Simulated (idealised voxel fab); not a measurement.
Process module heading - voxel trench capacitor
Square cell edge 5 nm, section width 140 nm, ID cut.
A cross-section in this document is a grid of square cells, and it is written down as bands, the top band listed before the ones below it; a band is made up of one or more rows of cells. Band entry format. Leading values: height of top, height of bottom, nm. Remainder: materials in left-to-right order, each with its width in nm. Special words: "edge to edge" on a single material, which then fills the band edge to edge; "blank", empty space. Beneath 0, the wafer as received is one material, and that level is where height counting begins. The lowest band goes on downward without a bottom; it is written like "0 and below". Width "30..40": first value at the band's top row of cells, second value at its bottom row, equal change from row to row. Where the words "changes: none" appear for a step, the cross-section shows no cell changed by that step; every cell remained as before. Entry "Non-vented voids". Content: empty spaces with no open connection to the top, size 8 cells or greater. Each: width x height at distance. Distance: from left edge. Unit: nm. It should be noted that, on the line of a given step, the content following the step's settings is a remark produced by the simulator itself with respect to that step. overlay nm: where the mask lay relative to plan, measured to the right, on steps with a mask; negatives go left.
Process steps foreseen in the plan:
1,RECEIVE: material Si
2,CONFORMAL_DEP: material SiN, thk nm 10
3,PATTERN: tone open, mask id TRENCH, material resist, width nm 30, pitch nm 55, thk nm 20, overlay nm 0
4,DIRECTIONAL_ETCH: etch materials SiN, depth nm 10
5,DIRECTIONAL_ETCH: etch materials Si, depth nm 35
6,STRIP: etch materials resist
7,CONFORMAL_DEP: material HfO2, thk nm 5
8,CONFORMAL_DEP: material TiN, thk nm 5
9,FILL_DEP: material W, thk nm 10
10,CMP: height nm 10
First wafer out of two, processed as planned:
Wafer at receipt (post step 1), cross-section:
0 and below | Si edge to edge
Non-vented voids: none
After step 2, in cross-section:
10 down to 0 | SiN edge to edge
Below a height of 0, the structure has not been altered.
After step 3, in cross-section:
30 down to 10 | resist (25)  blank (30)  resist (25)  blank (30)  resist (30)
Below a height of 10, the structure has not been altered.
After step 4, in cross-section:
30 down to 10 | resist (25)  blank (30)  resist (25)  blank (30)  resist (30)
10 down to 0 | SiN (25)  blank (30)  SiN (25)  blank (30)  SiN (30)
Below a height of 0, the structure has not been altered.
After step 5, in cross-section:
30 down to 10 | resist (25)  blank (30)  resist (25)  blank (30)  resist (30)
10 down to 0 | SiN (25)  blank (30)  SiN (25)  blank (30)  SiN (30)
0 down to -35 | Si (25)  blank (30)  Si (25)  blank (30)  Si (30)
Below a height of -35, the structure has not been altered.
After step 6, in cross-section:
10 down to 0 | SiN (25)  blank (30)  SiN (25)  blank (30)  SiN (30)
Below a height of 0, the structure has not been altered.
After step 7, in cross-section:
15 down to 10 | HfO2 (30)  blank (20)  HfO2 (35)  blank (20)  HfO2 (35)
10 down to 0 | SiN (25)  HfO2 (5)  blank (20)  HfO2 (5)  SiN (25)  HfO2 (5)  blank (20)  HfO2 (5)  SiN (30)
0 down to -30 | Si (25)  HfO2 (5)  blank (20)  HfO2 (5)  Si (25)  HfO2 (5)  blank (20)  HfO2 (5)  Si (30)
-30 down to -35 | Si (25)  HfO2 (30)  Si (25)  HfO2 (30)  Si (30)
Below a height of -35, the structure has not been altered.
After step 8, in cross-section:
20 down to 15 | TiN (35)  blank (10)  TiN (45)  blank (10)  TiN (40)
15 down to 10 | HfO2 (30)  TiN (5)  blank (10)  TiN (5)  HfO2 (35)  TiN (5)  blank (10)  TiN (5)  HfO2 (35)
10 down to 0 | SiN (25)  HfO2 (5)  TiN (5)  blank (10)  TiN (5)  HfO2 (5)  SiN (25)  HfO2 (5)  TiN (5)  blank (10)  TiN (5)  HfO2 (5)  SiN (30)
0 down to -25 | Si (25)  HfO2 (5)  TiN (5)  blank (10)  TiN (5)  HfO2 (5)  Si (25)  HfO2 (5)  TiN (5)  blank (10)  TiN (5)  HfO2 (5)  Si (30)
-25 down to -30 | Si (25)  HfO2 (5)  TiN (20)  HfO2 (5)  Si (25)  HfO2 (5)  TiN (20)  HfO2 (5)  Si (30)
Below a height of -30, the structure has not been altered.
After step 9, in cross-section:
30 down to 20 | W edge to edge
20 down to 15 | TiN (35)  W (10)  TiN (45)  W (10)  TiN (40)
15 down to 10 | HfO2 (30)  TiN (5)  W (10)  TiN (5)  HfO2 (35)  TiN (5)  W (10)  TiN (5)  HfO2 (35)
10 down to 0 | SiN (25)  HfO2 (5)  TiN (5)  W (10)  TiN (5)  HfO2 (5)  SiN (25)  HfO2 (5)  TiN (5)  W (10)  TiN (5)  HfO2 (5)  SiN (30)
0 down to -25 | Si (25)  HfO2 (5)  TiN (5)  W (10)  TiN (5)  HfO2 (5)  Si (25)  HfO2 (5)  TiN (5)  W (10)  TiN (5)  HfO2 (5)  Si (30)
Below a height of -25, the structure has not been altered.
After step 10, in cross-section:
10 down to 0 | SiN (25)  HfO2 (5)  TiN (5)  W (10)  TiN (5)  HfO2 (5)  SiN (25)  HfO2 (5)  TiN (5)  W (10)  TiN (5)  HfO2 (5)  SiN (30)
Below a height of 0, the structure has not been altered.
Second wafer, same starting state and plan as the first, one mistake in the run, identical through step 6:
The second wafer cut through, at the time step 7 was supposed to be finished: changes: none
The second wafer cut through, at the time step 8 was supposed to be finished:
15 down to 10 | TiN (30)  blank (20)  TiN (35)  blank (20)  TiN (35)
10 down to 0 | SiN (25)  TiN (5)  blank (20)  TiN (5)  SiN (25)  TiN (5)  blank (20)  TiN (5)  SiN (30)
0 down to -30 | Si (25)  TiN (5)  blank (20)  TiN (5)  Si (25)  TiN (5)  blank (20)  TiN (5)  Si (30)
-30 down to -35 | Si (25)  TiN (30)  Si (25)  TiN (30)  Si (30)
Below a height of -35, the structure has not been altered.
The second wafer cut through, at the time step 9 was supposed to be finished:
25 down to 15 | W edge to edge
15 down to 10 | TiN (30)  W (20)  TiN (35)  W (20)  TiN (35)
10 down to 0 | SiN (25)  TiN (5)  W (20)  TiN (5)  SiN (25)  TiN (5)  W (20)  TiN (5)  SiN (30)
0 down to -30 | Si (25)  TiN (5)  W (20)  TiN (5)  Si (25)  TiN (5)  W (20)  TiN (5)  Si (30)
Below a height of -30, the structure has not been altered.
The second wafer cut through, at the time step 10 was supposed to be finished:
10 down to 0 | SiN (25)  TiN (5)  W (20)  TiN (5)  SiN (25)  TiN (5)  W (20)  TiN (5)  SiN (30)
Below a height of 0, the structure has not been altered.
The plan and the run diverged here: yeah, step 7 of the plan got skipped, never ran
The closing comparison, in cells, has the second wafer with more or fewer of some materials than the first: 44 fewer of HfO2, 8 more of TiN, 36 more of W
